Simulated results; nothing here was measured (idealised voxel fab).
Process module heading - voxel double patterning
Cross-sectional view cut (width: 260 nm; square cell size: 5 nm).
Cross-section format: a grid of square cells, given as bands from top to bottom; each band is one or more rows of cells.
A band entry consists of two parts. The first gives the height of the band's top and the height of its bottom, in nm. The rest lists the band's materials from left to right, each with its width in nm. A single material labelled with the word "throughout" fills the band from edge to edge, and the word "blank" marks empty space.
Heads up on the height convention: 0 is the point under which the incoming wafer is all one material, and the lowest band has no bottom, it just keeps going down, like "from 0 down".
Think of "30..40" as a width that walks from the first number to the second as you go down the band, top row to bottom row, taking equal-sized steps from row to row.
You'll sometimes find "no change" written for a step, and that's the way of saying that nowhere in the cross-section did a cell change during that step.
The list in "Enclosed void listing" covers empty spaces of 8 cells or more that cannot reach the top through any open way, and it gives each as width x height at distance; the distance is from the left edge, and width, height and distance are in nm.
That trailing text on a step's line, after the settings, is the simulator's own remark on the step.
If you see "overlay nm" on a step's line and that step has a mask, it's telling you how far right of where it was planned the mask ended up; a negative number means it went left instead.

Steps in the process plan
1: RECEIVE [material Si]
2: CONFORMAL_DEP [material SiO2] [thk nm 10]
3: DIRECTIONAL_DEP [material TiN] [thk nm 15]
4: DIRECTIONAL_DEP [material SiCN] [thk nm 5]
5: MASKED_ETCH [tone open] [mask id FIRST] [width nm 15] [pitch nm 50] [etch materials SiCN] [depth nm 5] [overlay nm 0]
6: DIRECTIONAL_DEP [material aC] [thk nm 15]
7: PATTERN [tone open] [mask id SECOND] [material resist] [width nm 15] [pitch nm 50] [thk nm 35] [overlay nm 0]
8: DIRECTIONAL_ETCH [etch materials aC] [depth nm 15]
9: STRIP [etch materials resist]
10: DIRECTIONAL_ETCH [etch materials SiCN] [depth nm 5]
11: STRIP [etch materials aC]
12: DIRECTIONAL_ETCH [etch materials TiN] [depth nm 15]
13: STRIP [etch materials SiCN]
The plan shows the width nm of step 5 as the first wafer had it; this setting differs between the wafers, which start out alike.

Cross-sectional view of the first of several wafers in the as-received condition, corresponding to the state following step 1
from 0 down: Si throughout
Enclosed void listing: none

So in this table every wafer gets its own row, and what you see is where it stands at the end of the module: for each material, how many cells it picked up (+) or gave up (-) since we received it, and after that its closed voids
width nm 15; +104 SiO2; +111 TiN; Enclosed void listing: none
width nm 20; +104 SiO2; +102 TiN; Enclosed void listing: none
width nm 25; +104 SiO2; +93 TiN; Enclosed void listing: none
width nm 30; +104 SiO2; +84 TiN; Enclosed void listing: none
